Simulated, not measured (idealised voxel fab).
Name of the process module below: voxel lift off
We display cut, a cross-section 300 nm in width whose square cells are each 5 nm.
We lay out every cross-section as a grid of square cells and spell it out in bands from the top down, where one band means one or more rows of cells. Top height, bottom height, nm. Materials left to right, width each, nm. Single material + "full width" = fills band edge to edge. "empty" = empty. A quick word on heights: they are counted from 0, and under that level the wafer as it came to us is one material throughout. The lowest band is different from the rest in having no bottom; it simply continues downward, written as in "z 0 and below". The width entry "30..40" should be interpreted row by row: the top row of cells in the band takes the first number, the bottom row takes the second number, and the change between adjacent rows is uniform throughout. Where a step carries "no change occurred", the cross-section came out of it unchanged, cell for cell. Entry "Voids lacking openings". Content: empty spaces with no open connection to the top, size 8 cells or greater. Each: width x height at distance. Distance: from left edge. Unit: nm. Text after the settings on a step's line: the simulator's own remark on that step. The line of a step may include "overlay nm". On a step with a mask, this value is how far to the right of its planned place the mask lay. A negative value means the mask lay to the left. Everything after this point is organized in pairs: a cross-section before one process step, a cross-section after it that shows only as deep as the lowest changed band, and, under the pair, the intervening step with its settings. Because different runs of this module on the same starting wafer can supply different pairs, a pair continues from the pair above it only if its entry headed "Structure before processing" says so.

Structure before processing
* z 0 and below: Si full width
* Voids lacking openings: none

Post-Step Section View
* z 5 to 0: Al2O3 full width
* below 0: unchanged
* Voids lacking openings: none
Going from one cross-section above to the next, the wafer undergoes op CONFORMAL_DEP | material Al2O3 | thk nm 5

Structure before processing: The initial state for this step is given by the after cross-section of the immediately preceding pair.

Post-Step Section View
* z 20 to 5: 95 of resist  20 of empty  25 of resist  20 of empty  25 of resist  20 of empty  95 of resist
* below 5: unchanged
* Voids lacking openings: none
Going from one cross-section above to the next, the wafer undergoes op PATTERN | tone open | mask id LINES | material resist | width nm 20 | pitch nm 45 | thk nm 15 | overlay nm 0

Structure before processing: The initial state for this step is given by the after cross-section of the immediately preceding pair.

Post-Step Section View
* z 25 to 20: 95 of Ru  20 of empty  25 of Ru  20 of empty  25 of Ru  20 of empty  95 of Ru
* z 20 to 10: 95 of resist  20 of empty  25 of resist  20 of empty  25 of resist  20 of empty  95 of resist
* z 10 to 5: 95 of resist  20 of Ru  25 of resist  20 of Ru  25 of resist  20 of Ru  95 of resist
* below 5: unchanged
* Voids lacking openings: none
Going from one cross-section above to the next, the wafer undergoes op DIRECTIONAL_DEP | material Ru | thk nm 5

Structure before processing: The initial state for this step is given by the after cross-section of the immediately preceding pair.

Post-Step Section View
* z 10 to 5: 95 of empty  20 of Ru  25 of empty  20 of Ru  25 of empty  20 of Ru  95 of empty
* below 5: unchanged
* Voids lacking openings: none
Going from one cross-section above to the next, the wafer undergoes op STRIP | etch materials resist

Structure before processing: The initial state for this step is given by the after cross-section of the immediately preceding pair.

Post-Step Section View
* z 15 to 10: 90 of empty  30 of SiO2  15 of empty  30 of SiO2  15 of empty  30 of SiO2  90 of empty
* z 10 to 5: 95 of SiO2  20 of Ru  25 of SiO2  20 of Ru  25 of SiO2  20 of Ru  95 of SiO2
* below 5: unchanged
* Voids lacking openings: none
Going from one cross-section above to the next, the wafer undergoes op CONFORMAL_DEP | material SiO2 | thk nm 5

Structure before processing
* z 20 to 5: 95 of resist  20 of empty  25 of resist  20 of empty  25 of resist  20 of empty  95 of resist
* z 5 to 0: Al2O3 full width
* z 0 and below: Si full width
* Voids lacking openings: none

Post-Step Section View
* z 5 to 0: Al2O3 full width
* below 0: unchanged
* Voids lacking openings: none
Going from one cross-section above to the next, the wafer undergoes op STRIP | etch materials resist

Structure before processing: The initial state for this step is given by the after cross-section of the immediately preceding pair.

Post-Step Section View
* z 10 to 5: SiO2 full width
* below 5: unchanged
* Voids lacking openings: none
Going from one cross-section above to the next, the wafer undergoes op CONFORMAL_DEP | material SiO2 | thk nm 5

Structure before processing
* z 10 to 5: 95 of empty  20 of Ru  25 of empty  20 of Ru  25 of empty  20 of Ru  95 of empty
* z 5 to 0: Al2O3 full width
* z 0 and below: Si full width
* Voids lacking openings: none

Post-Step Section View
* z 25 to 20: 80 of empty  140 of SiO2  80 of empty
* z 20 to 10: SiO2 full width
* z 10 to 5: 95 of SiO2  20 of Ru  25 of SiO2  20 of Ru  25 of SiO2  20 of Ru  95 of SiO2
* below 5: unchanged
* Voids lacking openings: none
Going from one cross-section above to the next, the wafer undergoes op CONFORMAL_DEP | material SiO2 | thk nm 15

Structure before processing
* z 5 to 0: Al2O3 full width
* z 0 and below: Si full width
* Voids lacking openings: none

Post-Step Section View
* z 20 to 5: 95 of resist  25 of empty  20 of resist  25 of empty  20 of resist  25 of empty  90 of resist
* below 5: unchanged
* Voids lacking openings: none
Going from one cross-section above to the next, the wafer undergoes op PATTERN | tone open | mask id LINES | material resist | width nm 25 | pitch nm 45 | thk nm 15 | overlay nm 0

Structure before processing: The initial state for this step is given by the after cross-section of the immediately preceding pair.

Post-Step Section View
* z 25 to 20: 95 of Ru  25 of empty  20 of Ru  25 of empty  20 of Ru  25 of empty  90 of Ru
* z 20 to 10: 95 of resist  25 of empty  20 of resist  25 of empty  20 of resist  25 of empty  90 of resist
* z 10 to 5: 95 of resist  25 of Ru  20 of resist  25 of Ru  20 of resist  25 of Ru  90 of resist
* below 5: unchanged
* Voids lacking openings: none
Going from one cross-section above to the next, the wafer undergoes op DIRECTIONAL_DEP | material Ru | thk nm 5

Structure before processing: The initial state for this step is given by the after cross-section of the immediately preceding pair.

Post-Step Section View
* z 10 to 5: 95 of empty  25 of Ru  20 of empty  25 of Ru  20 of empty  25 of Ru  90 of empty
* below 5: unchanged
* Voids lacking openings: none
Going from one cross-section above to the next, the wafer undergoes op STRIP | etch materials resist

Structure before processing: The initial state for this step is given by the after cross-section of the immediately preceding pair.

Post-Step Section View
* z 15 to 10: 90 of empty  35 of SiO2  10 of empty  35 of SiO2  10 of empty  35 of SiO2  85 of empty
* z 10 to 5: 95 of SiO2  25 of Ru  20 of SiO2  25 of Ru  20 of SiO2  25 of Ru  90 of SiO2
* below 5: unchanged
* Voids lacking openings: none
Going from one cross-section above to the next, the wafer undergoes op CONFORMAL_DEP | material SiO2 | thk nm 5

Structure before processing
* z 5 to 0: Al2O3 full width
* z 0 and below: Si full width
* Voids lacking openings: none

Post-Step Section View
* z 20 to 5: 85 of resist  20 of empty  25 of resist  20 of empty  25 of resist  20 of empty  105 of resist
* below 5: unchanged
* Voids lacking openings: none
Going from one cross-section above to the next, the wafer undergoes op PATTERN | tone open | mask id LINES | material resist | width nm 20 | pitch nm 45 | thk nm 15 | overlay nm -10

Structure before processing: The initial state for this step is given by the after cross-section of the immediately preceding pair.

Post-Step Section View
* z 25 to 20: 85 of Ru  20 of empty  25 of Ru  20 of empty  25 of Ru  20 of empty  105 of Ru
* z 20 to 10: 85 of resist  20 of empty  25 of resist  20 of empty  25 of resist  20 of empty  105 of resist
* z 10 to 5: 85 of resist  20 of Ru  25 of resist  20 of Ru  25 of resist  20 of Ru  105 of resist
* below 5: unchanged
* Voids lacking openings: none
Going from one cross-section above to the next, the wafer undergoes op DIRECTIONAL_DEP | material Ru | thk nm 5

Structure before processing: The initial state for this step is given by the after cross-section of the immediately preceding pair.

Post-Step Section View
* z 10 to 5: 85 of empty  20 of Ru  25 of empty  20 of Ru  25 of empty  20 of Ru  105 of empty
* below 5: unchanged
* Voids lacking openings: none
Going from one cross-section above to the next, the wafer undergoes op STRIP | etch materials resist

Structure before processing: The initial state for this step is given by the after cross-section of the immediately preceding pair.

Post-Step Section View
* z 15 to 10: 80 of empty  30 of SiO2  15 of empty  30 of SiO2  15 of empty  30 of SiO2  100 of empty
* z 10 to 5: 85 of SiO2  20 of Ru  25 of SiO2  20 of Ru  25 of SiO2  20 of Ru  105 of SiO2
* below 5: unchanged
* Voids lacking openings: none
Going from one cross-section above to the next, the wafer undergoes op CONFORMAL_DEP | material SiO2 | thk nm 5

Structure before processing
* z 0 and below: Si full width
* Voids lacking openings: none

Post-Step Section View
* z 5 to 0: SiO2 full width
* below 0: unchanged
* Voids lacking openings: none
Going from one cross-section above to the next, the wafer undergoes op CONFORMAL_DEP | material SiO2 | thk nm 5

Structure before processing: The initial state for this step is given by the after cross-section of the immediately preceding pair.

Post-Step Section View
* z 20 to 5: 95 of resist  20 of empty  25 of resist  20 of empty  25 of resist  20 of empty  95 of resist
* below 5: unchanged
* Voids lacking openings: none
Going from one cross-section above to the next, the wafer undergoes op PATTERN | tone open | mask id LINES | material resist | width nm 20 | pitch nm 45 | thk nm 15 | overlay nm 0

Structure before processing: The initial state for this step is given by the after cross-section of the immediately preceding pair.

Post-Step Section View
* z 25 to 20: 95 of Ru  20 of empty  25 of Ru  20 of empty  25 of Ru  20 of empty  95 of Ru
* z 20 to 10: 95 of resist  20 of empty  25 of resist  20 of empty  25 of resist  20 of empty  95 of resist
* z 10 to 5: 95 of resist  20 of Ru  25 of resist  20 of Ru  25 of resist  20 of Ru  95 of resist
* below 5: unchanged
* Voids lacking openings: none
Going from one cross-section above to the next, the wafer undergoes op DIRECTIONAL_DEP | material Ru | thk nm 5

Structure before processing: The initial state for this step is given by the after cross-section of the immediately preceding pair.

Post-Step Section View
* z 10 to 5: 95 of empty  20 of Ru  25 of empty  20 of Ru  25 of empty  20 of Ru  95 of empty
* below 5: unchanged
* Voids lacking openings: none
Going from one cross-section above to the next, the wafer undergoes op STRIP | etch materials resist

Structure before processing: The initial state for this step is given by the after cross-section of the immediately preceding pair.

Post-Step Section View
* z 15 to 10: 90 of empty  30 of SiO2  15 of empty  30 of SiO2  15 of empty  30 of SiO2  90 of empty
* z 10 to 5: 95 of SiO2  20 of Ru  25 of SiO2  20 of Ru  25 of SiO2  20 of Ru  95 of SiO2
* below 5: unchanged
* Voids lacking openings: none
Going from one cross-section above to the next, the wafer undergoes op CONFORMAL_DEP | material SiO2 | thk nm 5

Structure before processing
* z 5 to 0: Al2O3 full width
* z 0 and below: Si full width
* Voids lacking openings: none

Post-Step Section View
* z 20 to 5: 95 of empty  20 of resist  25 of empty  20 of resist  25 of empty  20 of resist  95 of empty
* below 5: unchanged
* Voids lacking openings: none
Going from one cross-section above to the next, the wafer undergoes op PATTERN | tone cover | mask id LINES | material resist | width nm 20 | pitch nm 45 | thk nm 15 | overlay nm 0

Structure before processing: The initial state for this step is given by the after cross-section of the immediately preceding pair.

Post-Step Section View
* z 25 to 20: 95 of empty  20 of Ru  25 of empty  20 of Ru  25 of empty  20 of Ru  95 of empty
* z 20 to 10: 95 of empty  20 of resist  25 of empty  20 of resist  25 of empty  20 of resist  95 of empty
* z 10 to 5: 95 of Ru  20 of resist  25 of Ru  20 of resist  25 of Ru  20 of resist  95 of Ru
* below 5: unchanged
* Voids lacking openings: none
Going from one cross-section above to the next, the wafer undergoes op DIRECTIONAL_DEP | material Ru | thk nm 5

Structure before processing: The initial state for this step is given by the after cross-section of the immediately preceding pair.

Post-Step Section View
* z 10 to 5: 95 of Ru  20 of empty  25 of Ru  20 of empty  25 of Ru  20 of empty  95 of Ru
* below 5: unchanged
* Voids lacking openings: none
Going from one cross-section above to the next, the wafer undergoes op STRIP | etch materials resist

Structure before processing: The initial state for this step is given by the after cross-section of the immediately preceding pair.

Post-Step Section View
* z 15 to 10: 100 of SiO2  10 of empty  35 of SiO2  10 of empty  35 of SiO2  10 of empty  100 of SiO2
* z 10 to 5: 95 of Ru  20 of SiO2  25 of Ru  20 of SiO2  25 of Ru  20 of SiO2  95 of Ru
* below 5: unchanged
* Voids lacking openings: none
Going from one cross-section above to the next, the wafer undergoes op CONFORMAL_DEP | material SiO2 | thk nm 5
